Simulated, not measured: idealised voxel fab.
The name of this process module is voxel ribs on slabs.
For reference, the cross-section in this document is cut, with width 185 nm and square cells of 5 nm.
Notation: cross-section as square-cell grid; stated in bands, top first, going down; one or more cell rows per band. Heads up on the band format: heights come first, top then bottom, in nm. After that it's the materials left to right, each with its width in nm. A single material flagged "all across" fills the whole band edge to edge, and "blank" means there's empty space there. Measure heights from 0. That's the level where, below it, the as-received wafer is all one material. The lowest band is bottomless and extends downward; write it as in "0 nm and below". The notation "30 to 40" denotes a width that varies across the rows of cells in the band, beginning at the first number in the top row, finishing at the second number in the bottom row, and changing by an identical amount from each row to the next. Take "left unchanged" at face value: in the step it is given for, the cross-section changed in none of its cells. Listed in "Closed cavity list": every empty space of 8 or more cells without an open way to the top. Form: width x height at distance, the distance being from the left edge, all in nm. Formally, on a step line, whatever follows the settings is a remark that the simulator itself makes on the step. overlay nm: on a step with a mask, how far right of its planned place the mask lay; negative means left.

[This section lists the process steps that were planned]
1 RECEIVE (material Si)
2 DIRECTIONAL_DEP (material SiO2; thk nm 20)
3 DIRECTIONAL_DEP (material SiN; thk nm 15)
4 PATTERN (tone cover; mask id RIB; material resist; width nm 15; thk nm 20; overlay nm 0)
5 DIRECTIONAL_ETCH (etch materials SiN; depth nm 5)
6 STRIP (etch materials resist)
7 DIRECTIONAL_DEP (material aC; thk nm 10)
8 PATTERN (tone cover; mask id SLAB; material resist; width nm 65; thk nm 30; overlay nm 0)
9 DIRECTIONAL_ETCH (etch materials aC; depth nm 10)
10 STRIP (etch materials resist)
11 DIRECTIONAL_ETCH (etch materials SiN; depth nm 10)
12 STRIP (etch materials aC)
13 FILL_DEP (material SiO2; thk nm 20)
14 CMP (height nm 50)
15 DIRECTIONAL_DEP (material TiN; thk nm 5)
16 DIRECTIONAL_DEP (material aC; thk nm 15)
17 PATTERN (tone cover; mask id HEATER; material resist; width nm 25; thk nm 30; overlay nm 0)
18 DIRECTIONAL_ETCH (etch materials aC; depth nm 15)
19 STRIP (etch materials resist)
20 DIRECTIONAL_ETCH (etch materials TiN; depth nm 5)
21 STRIP (etch materials aC)
22 CONFORMAL_DEP (material SiO2; thk nm 5)

[First wafer out of two, processed as planned]

[Cross-section of the wafer as it came to us, i.e., already through step 1]
    0 nm and below = Si all across
    Closed cavity list: none

[Take a look at the wafer's cross-section after step 2]
    20 nm to 0 nm = SiO2 all across
    Everything below 0 is unchanged.

[Take a look at the wafer's cross-section after step 3]
    35 nm to 20 nm = SiN all across
    Everything below 20 is unchanged.

[Take a look at the wafer's cross-section after step 4]
    55 nm to 35 nm = 85 nm blank; 15 nm resist; 85 nm blank
    Everything below 35 is unchanged.

[Take a look at the wafer's cross-section after step 5]
    55 nm to 35 nm = 85 nm blank; 15 nm resist; 85 nm blank
    35 nm to 30 nm = 85 nm blank; 15 nm SiN; 85 nm blank
    Everything below 30 is unchanged.

[Take a look at the wafer's cross-section after step 6]
    35 nm to 30 nm = 85 nm blank; 15 nm SiN; 85 nm blank
    Everything below 30 is unchanged.

[Take a look at the wafer's cross-section after step 7]
    45 nm to 40 nm = 85 nm blank; 15 nm aC; 85 nm blank
    40 nm to 35 nm = aC all across
    35 nm to 30 nm = 85 nm aC; 15 nm SiN; 85 nm aC
    Everything below 30 is unchanged.

[Take a look at the wafer's cross-section after step 8]
    75 nm to 45 nm = 60 nm blank; 65 nm resist; 60 nm blank
    45 nm to 40 nm = 60 nm blank; 25 nm resist; 15 nm aC; 25 nm resist; 60 nm blank
    Everything below 40 is unchanged.

[Take a look at the wafer's cross-section after step 9]
    65 nm to 45 nm = 60 nm blank; 65 nm resist; 60 nm blank
    45 nm to 40 nm = 60 nm blank; 25 nm resist; 15 nm aC; 25 nm resist; 60 nm blank
    40 nm to 35 nm = 60 nm blank; 65 nm aC; 60 nm blank
    35 nm to 30 nm = 60 nm blank; 25 nm aC; 15 nm SiN; 25 nm aC; 60 nm blank
    Everything below 30 is unchanged.

[Take a look at the wafer's cross-section after step 10]
    45 nm to 35 nm = 85 to 60 nm blank; 15 to 65 nm aC; 85 to 60 nm blank
    Everything below 35 is unchanged.

[Take a look at the wafer's cross-section after step 11]
    45 nm to 35 nm = 85 to 60 nm blank; 15 to 65 nm aC; 85 to 60 nm blank
    35 nm to 30 nm = 60 nm blank; 25 nm aC; 15 nm SiN; 25 nm aC; 60 nm blank
    30 nm to 20 nm = 60 nm blank; 65 nm SiN; 60 nm blank
    Everything below 20 is unchanged.

[Take a look at the wafer's cross-section after step 12]
    35 nm to 30 nm = 85 nm blank; 15 nm SiN; 85 nm blank
    Everything below 30 is unchanged.

[Take a look at the wafer's cross-section after step 13]
    55 nm to 35 nm = SiO2 all across
    35 nm to 30 nm = 85 nm SiO2; 15 nm SiN; 85 nm SiO2
    30 nm to 20 nm = 60 nm SiO2; 65 nm SiN; 60 nm SiO2
    Everything below 20 is unchanged.

[Take a look at the wafer's cross-section after step 14]
    50 nm to 35 nm = SiO2 all across
    Everything below 35 is unchanged.

[Take a look at the wafer's cross-section after step 15]
    55 nm to 50 nm = TiN all across
    Everything below 50 is unchanged.

[Take a look at the wafer's cross-section after step 16]
    70 nm to 55 nm = aC all across
    Everything below 55 is unchanged.

[Take a look at the wafer's cross-section after step 17]
    100 nm to 70 nm = 80 nm blank; 25 nm resist; 80 nm blank
    Everything below 70 is unchanged.

[Take a look at the wafer's cross-section after step 18]
    85 nm to 70 nm = 80 nm blank; 25 nm resist; 80 nm blank
    70 nm to 55 nm = 80 nm blank; 25 nm aC; 80 nm blank
    Everything below 55 is unchanged.

[Take a look at the wafer's cross-section after step 19]
    70 nm to 55 nm = 80 nm blank; 25 nm aC; 80 nm blank
    Everything below 55 is unchanged.

[Take a look at the wafer's cross-section after step 20]
    70 nm to 55 nm = 80 nm blank; 25 nm aC; 80 nm blank
    55 nm to 50 nm = 80 nm blank; 25 nm TiN; 80 nm blank
    Everything below 50 is unchanged.

[Take a look at the wafer's cross-section after step 21]
    55 nm to 50 nm = 80 nm blank; 25 nm TiN; 80 nm blank
    Everything below 50 is unchanged.

[Take a look at the wafer's cross-section after step 22]
    60 nm to 55 nm = 75 nm blank; 35 nm SiO2; 75 nm blank
    55 nm to 50 nm = 80 nm SiO2; 25 nm TiN; 80 nm SiO2
    Everything below 50 is unchanged.

[Now the other wafer: same start, same recipe, but we messed up one thing when running it. Up to and including step 13 it's the same as the first one]

[At the planned end of step 14, the second wafer in cross-section]
    45 nm to 35 nm = SiO2 all across
    Everything below 35 is unchanged.

[At the planned end of step 15, the second wafer in cross-section]
    50 nm to 45 nm = TiN all across
    Everything below 45 is unchanged.

[At the planned end of step 16, the second wafer in cross-section]
    65 nm to 50 nm = aC all across
    Everything below 50 is unchanged.

[At the planned end of step 17, the second wafer in cross-section]
    95 nm to 65 nm = 80 nm blank; 25 nm resist; 80 nm blank
    Everything below 65 is unchanged.

[At the planned end of step 18, the second wafer in cross-section]
    80 nm to 65 nm = 80 nm blank; 25 nm resist; 80 nm blank
    65 nm to 50 nm = 80 nm blank; 25 nm aC; 80 nm blank
    Everything below 50 is unchanged.

[At the planned end of step 19, the second wafer in cross-section]
    65 nm to 50 nm = 80 nm blank; 25 nm aC; 80 nm blank
    Everything below 50 is unchanged.

[At the planned end of step 20, the second wafer in cross-section]
    65 nm to 50 nm = 80 nm blank; 25 nm aC; 80 nm blank
    50 nm to 45 nm = 80 nm blank; 25 nm TiN; 80 nm blank
    Everything below 45 is unchanged.

[At the planned end of step 21, the second wafer in cross-section]
    50 nm to 45 nm = 80 nm blank; 25 nm TiN; 80 nm blank
    Everything below 45 is unchanged.

[At the planned end of step 22, the second wafer in cross-section]
    55 nm to 50 nm = 75 nm blank; 35 nm SiO2; 75 nm blank
    50 nm to 45 nm = 80 nm SiO2; 25 nm TiN; 80 nm SiO2
    Everything below 45 is unchanged.
It is concluded that the wafer was processed incorrectly with respect to the plan, in that step 14 was run on a setting that differed from the plan, and what really ran there is CMP (height nm 45)
Final comparison by cell count, materials where the second wafer has more or fewer than the first: 37 fewer of SiO2
